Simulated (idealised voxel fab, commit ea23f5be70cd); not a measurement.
The process module presented herein is designated voxel wiring stack.
Cross-sectional view cut (width: 295 nm; square cell size: 5 nm).
A cross-section is written here as square cells arranged in a grid, and it is given in bands from the top down, each band taking up one or more rows of cells. Look at the band entry: it leads with the top's height and the bottom's height in nm. Then it lists the materials left to right, with a width in nm for each. The word "all across" on a single material says that material fills the band edge to edge. The word "blank" is empty space. Ref level 0: as-received wafer is one material below here. Bottom band extends down with no lower bound ("top 0, no bottom"). Note: "30..40" means the width goes from the first number (top row of the band) to the second number (bottom row) in equal steps per row of cells. Key: "remained unchanged" - step with no changed cell in the cross-section. "Unvented voids": sealed empty spaces, 8 cells or more, no open way to top, listed width x height at distance, with distance from the left edge and width, height and distance in nm. Anything after a step's settings on that line? It's the simulator's own note about the step. For masked steps, "overlay nm" on the step line gives how far right of plan the mask actually lay; a minus sign means it lay to the left.

[Planned step list for the process]
| 1 | RECEIVE,material Si |
| 2 | CONFORMAL_DEP,material SiO2,thk nm 10 |
| 3 | DIRECTIONAL_DEP,material TiN,thk nm 5 |
| 4 | DIRECTIONAL_DEP,material Ru,thk nm 15 |
| 5 | PATTERN,tone cover,mask id METAL_1,material resist,width nm 30,pitch nm 60,thk nm 20,overlay nm 0 |
| 6 | DIRECTIONAL_ETCH,etch materials Ru,depth nm 15 |
| 7 | DIRECTIONAL_ETCH,etch materials TiN,depth nm 5 |
| 8 | STRIP,etch materials resist |
| 9 | FILL_DEP,material SiO2,thk nm 5 |
| 10 | CMP,height nm 30 |
| 11 | CONFORMAL_DEP,material SiCN,thk nm 5 |
| 12 | DIRECTIONAL_DEP,material SiO2,thk nm 20 |
| 13 | MASKED_ETCH,tone open,mask id PLUG_1,width nm 15,pitch nm 120,etch materials SiO2,depth nm 20,overlay nm 0 |
| 14 | MASKED_ETCH,tone open,mask id PLUG_1,width nm 15,pitch nm 120,etch materials SiCN,depth nm 5,overlay nm 0 |
| 15 | EPI,material Ru,thk nm 10 |
| 16 | EPI,material Ru,thk nm 10 |
| 17 | EPI,material Ru,thk nm 5 |
| 18 | DIRECTIONAL_DEP,material TiN,thk nm 5 |
| 19 | DIRECTIONAL_DEP,material Ru,thk nm 25 |
| 20 | MASKED_ETCH,tone cover,mask id METAL_2,width nm 30,pitch nm 60,etch materials Ru,depth nm 25,overlay nm 0 |
| 21 | MASKED_ETCH,tone cover,mask id METAL_2,width nm 30,pitch nm 60,etch materials TiN,depth nm 5,overlay nm 0 |
| 22 | CONFORMAL_DEP,material SiCN,thk nm 5 |
| 23 | FILL_DEP,material SiO2,thk nm 5 |
| 24 | CMP,height nm 85 |
| 25 | CONFORMAL_DEP,material SiCN,thk nm 5 |

[Step 1 complete: cross-section of the wafer as received]
> top 0, no bottom = Si all across
> Unvented voids: none

[Final cross-section, module run with one mistake (start and plan as above)]
> top 90, bottom 85 = SiCN all across
> top 85, bottom 70 = SiO2=35, then SiCN=5, then Ru=15, then SiCN=5, then SiO2=95, then SiCN=5, then Ru=15, then SiCN=5, then SiO2=115
> top 70, bottom 65 = SiO2=35, then SiCN=5, then Ru=15, then SiCN=20, then SiO2=20, then SiCN=40, then SiO2=20, then SiCN=5, then Ru=15, then SiCN=20, then SiO2=20, then SiCN=40, then SiO2=40
> top 65, bottom 60 = SiO2=35, then SiCN=5, then Ru=30, then SiCN=5, then SiO2=20, then SiCN=5, then Ru=30, then SiCN=5, then SiO2=20, then SiCN=5, then Ru=30, then SiCN=5, then SiO2=20, then SiCN=5, then Ru=30, then SiCN=5, then SiO2=40
> top 60, bottom 55 = SiO2=35, then SiCN=5, then TiN=15, then Ru=15, then SiCN=5, then SiO2=20, then SiCN=5, then Ru=30, then SiCN=5, then SiO2=20, then SiCN=5, then TiN=15, then Ru=15, then SiCN=5, then SiO2=20, then SiCN=5, then Ru=30, then SiCN=5, then SiO2=40
> top 55, bottom 40 = SiO2=35, then SiCN=5, then SiO2=15, then Ru=15, then SiCN=5, then SiO2=20, then SiCN=5, then Ru=30, then SiCN=5, then SiO2=20, then SiCN=5, then SiO2=15, then Ru=15, then SiCN=5, then SiO2=20, then SiCN=5, then Ru=30, then SiCN=5, then SiO2=40
> top 40, bottom 35 = SiCN=40, then SiO2=15, then TiN=15, then SiCN=30, then TiN=30, then SiCN=30, then SiO2=15, then TiN=15, then SiCN=30, then TiN=30, then SiCN=45
> top 35, bottom 30 = SiCN all across
> top 30, bottom 15 = SiO2=40, then Ru=30, then SiO2=30, then Ru=30, then SiO2=30, then Ru=30, then SiO2=30, then Ru=30, then SiO2=45
> top 15, bottom 10 = SiO2=40, then TiN=30, then SiO2=30, then TiN=30, then SiO2=30, then TiN=30, then SiO2=30, then TiN=30, then SiO2=45
> top 10, bottom 0 = SiO2 all across
> top 0, no bottom = Si all across
> Unvented voids: none
Deviation from plan: off-plan run, step 13, actual operation and settings MASKED_ETCH,tone cover,mask id PLUG_1,width nm 15,pitch nm 120,etch materials SiO2,depth nm 20,overlay nm 0
